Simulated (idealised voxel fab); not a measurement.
The name of this process module is voxel transistor to metal.
This is section cut - it's 195 nm across, gridded in 5 nm square cells.
Bands, listed from the top down, are how a cross-section gets written in this document; the cross-section itself is a grid of square cells, and a band is one or more rows of them.
Within each band entry, the heights of the top and of the bottom of the band appear first, in that order and in nm; the materials of the band then follow from left to right, each with its corresponding width in nm. The designation "full width" on a single material indicates that it fills the band from edge to edge; the designation "air" indicates empty space.
Convention: height 0 is the level below which the wafer, as received, is all one material. The lowest band does not terminate at the bottom but continues downward, represented as "z 0 and below".
The expression "30..40" gives the width at the extremes of the band, the first number at its top row of cells and the second at its bottom row, with the width changing by equal amounts from each row to the next in between.
What does "nothing altered" mean for a step? It means no cell of the cross-section changed in that step.
In the "Enclosed internal cavities" entry, you get each enclosed empty space of 8 cells or more, one with no open way to the top, written width x height at distance, distance from the left edge, in nm.
What comes after the settings on a step's line is commentary from the simulator itself on that step.
overlay nm: on a step with a mask, how far right of its planned place the mask lay; negative means left.
[Below is the list of planned process steps]
- 1: RECEIVE: material Si
- 2: OXIDIZE: depth nm 5
- 3: CONFORMAL_DEP: material SiN, thk nm 10
- 4: PATTERN: tone cover, mask id ACTIVE, material resist, width nm 115, thk nm 20, overlay nm 0
- 5: DIRECTIONAL_ETCH: etch materials SiN, depth nm 10
- 6: DIRECTIONAL_ETCH: etch materials SiO2, depth nm 5
- 7: DIRECTIONAL_ETCH: etch materials Si, depth nm 35
- 8: STRIP: etch materials resist
- 9: FILL_DEP: material SiO2, thk nm 5
- 10: CMP: height nm 10
- 11: SELECTIVE_ETCH: etch materials SiO2, depth nm 10
- 12: STRIP: etch materials SiN
- 13: SELECTIVE_ETCH: etch materials SiO2, depth nm 5
- 14: OXIDIZE: depth nm 5
- 15: DIRECTIONAL_DEP: material polySi, thk nm 20
- 16: DIRECTIONAL_DEP: material SiCN, thk nm 10
- 17: MASKED_ETCH: tone cover, mask id GATE, width nm 25, etch materials SiCN, depth nm 20, overlay nm -10
- 18: MASKED_ETCH: tone cover, mask id GATE, width nm 25, etch materials polySi, depth nm 30, overlay nm 0
- 19: CONFORMAL_DEP: material SiN, thk nm 10
- 20: DIRECTIONAL_ETCH: etch materials SiN, depth nm 10
- 21: DIRECTIONAL_ETCH: etch materials SiO2, depth nm 5
- 22: DIRECTIONAL_ETCH: etch materials Si, depth nm 10
- 23: EPI: material SiGe, thk nm 10
- 24: FILL_DEP: material SiO2, thk nm 5
- 25: CMP: height nm 15
- 26: STRIP: etch materials polySi
- 27: SELECTIVE_ETCH: etch materials SiO2, depth nm 5
- 28: CONFORMAL_DEP: material HfO2, thk nm 5
- 29: CONFORMAL_DEP: material TiN, thk nm 5
- 30: FILL_DEP: material W, thk nm 10
- 31: CMP: height nm 10
- 32: DIRECTIONAL_DEP: material SiO2, thk nm 15
- 33: MASKED_ETCH: tone open, mask id CONTACT, width nm 20, pitch nm 75, etch materials SiO2, depth nm 35, overlay nm 0
- 34: CONFORMAL_DEP: material TiN, thk nm 5
- 35: FILL_DEP: material W, thk nm 10
- 36: CMP: height nm 25
- 37: DIRECTIONAL_DEP: material TiN, thk nm 5
- 38: DIRECTIONAL_DEP: material W, thk nm 20
- 39: PATTERN: tone cover, mask id METAL_1, material resist, width nm 20, pitch nm 75, thk nm 15, overlay nm 0
- 40: DIRECTIONAL_ETCH: etch materials W, depth nm 20
- 41: DIRECTIONAL_ETCH: etch materials TiN, depth nm 5
- 42: STRIP: etch materials resist
- 43: CONFORMAL_DEP: material SiN, thk nm 5
- 44: FILL_DEP: material lowk, thk nm 5
- 45: CMP: height nm 50
- 46: CONFORMAL_DEP: material SiCN, thk nm 5
The wafers are alike at the start. At step 17, their overlay nm differs. The plan lists the first wafer's value.
[Cross-section of the first of several received wafers, showing its state after step 1]
> z 0 and below | Si full width
> Enclosed internal cavities: none
[First wafer of several, cross-section, module end, after step 46 (last)]
> z 55 to 50 | SiCN full width
> z 50 to 30 | lowk 45 / SiN 5 / W 20 / SiN 5 / lowk 45 / SiN 5 / W 20 / SiN 5 / lowk 45
> z 30 to 25 | SiN 50 / TiN 20 / SiN 55 / TiN 20 / SiN 50
> z 25 to 15 | SiO2 50 / TiN 5 / W 10 / TiN 5 / SiO2 55 / TiN 5 / W 10 / TiN 5 / SiO2 50
> z 15 to 10 | SiO2 50 / TiN 5 / W 5 / TiN 10 / SiO2 55 / TiN 5 / W 10 / TiN 5 / SiO2 50
> z 10 to 5 | SiO2 50 / TiN 5 / W 5 / TiN 5 / SiN 10 / HfO2 5 / TiN 5 / W 15 / TiN 5 / HfO2 5 / SiN 10 / SiO2 5 / TiN 5 / W 10 / TiN 5 / SiO2 50
> z 5 to 0 | SiO2 50 / TiN 15 / SiN 10 / HfO2 5 / TiN 5 / W 15 / TiN 5 / HfO2 5 / SiN 10 / SiO2 5 / TiN 10 / W 5 / TiN 5 / SiO2 50
> z 0 to -5 | SiO2 50 / TiN 5 / SiGe 10 / SiN 10 / HfO2 5 / TiN 25 / HfO2 5 / SiN 10 / SiGe 10 / TiN 5 / W 5 / TiN 5 / SiO2 50
> z -5 to -10 | SiO2 50 / TiN 5 / SiGe 10 / SiO2 5 / HfO2 45 / SiO2 5 / SiGe 10 / TiN 15 / SiO2 50
> z -10 to -20 | SiO2 40 / SiGe 25 / Si 55 / SiGe 35 / SiO2 40
> z -20 to -40 | SiO2 40 / Si 115 / SiO2 40
> z -40 and below | Si full width
> Enclosed internal cavities: none
[last wafer at the end]
> z 55 to 50 | SiCN full width
> z 50 to 30 | lowk 45 / SiN 5 / W 20 / SiN 5 / lowk 45 / SiN 5 / W 20 / SiN 5 / lowk 45
> z 30 to 25 | SiN 50 / TiN 20 / SiN 55 / TiN 20 / SiN 50
> z 25 to 15 | SiO2 50 / TiN 5 / W 10 / TiN 5 / SiO2 55 / TiN 5 / W 10 / TiN 5 / SiO2 50
> z 15 to 10 | SiO2 50 / TiN 5 / W 10 / TiN 5 / SiO2 55 / TiN 10 / W 5 / TiN 5 / SiO2 50
> z 10 to 5 | SiO2 50 / TiN 5 / W 10 / TiN 5 / SiO2 5 / SiN 10 / HfO2 5 / TiN 5 / W 15 / TiN 5 / HfO2 5 / SiN 10 / TiN 5 / W 5 / TiN 5 / SiO2 50
> z 5 to 0 | SiO2 50 / TiN 5 / W 5 / TiN 10 / SiO2 5 / SiN 10 / HfO2 5 / TiN 5 / W 15 / TiN 5 / HfO2 5 / SiN 10 / TiN 15 / SiO2 50
> z 0 to -5 | SiO2 50 / TiN 5 / W 5 / TiN 5 / SiGe 10 / SiN 10 / HfO2 5 / TiN 25 / HfO2 5 / SiN 10 / SiGe 10 / TiN 5 / SiO2 50
> z -5 to -10 | SiO2 50 / TiN 15 / SiGe 10 / SiO2 5 / HfO2 45 / SiO2 5 / SiGe 10 / TiN 5 / SiO2 50
> z -10 to -20 | SiO2 40 / SiGe 35 / Si 55 / SiGe 25 / SiO2 40
> z -20 to -40 | SiO2 40 / Si 115 / SiO2 40
> z -40 and below | Si full width
> Enclosed internal cavities: none
[Where each wafer stands at the end of the module, a row apiece: cells of each material gained (+) or lost (-) since it was received, then closed voids]
overlay nm -10, +15 HfO2, -198 Si, +39 SiCN, +32 SiGe, +59 SiN, +273 SiO2, +47 TiN, +54 W, +108 lowk, Enclosed internal cavities: none
overlay nm -5, +14 HfO2, -200 Si, +39 SiCN, +34 SiGe, +59 SiN, +273 SiO2, +48 TiN, +54 W, +108 lowk, Enclosed internal cavities: none
overlay nm 0, +13 HfO2, -202 Si, +39 SiCN, +36 SiGe, +59 SiN, +275 SiO2, +47 TiN, +54 W, +108 lowk, Enclosed internal cavities: none
overlay nm 5, +14 HfO2, -200 Si, +39 SiCN, +34 SiGe, +59 SiN, +273 SiO2, +48 TiN, +54 W, +108 lowk, Enclosed internal cavities: none
overlay nm 10, +15 HfO2, -198 Si, +39 SiCN, +32 SiGe, +59 SiN, +273 SiO2, +47 TiN, +54 W, +108 lowk, Enclosed internal cavities: none
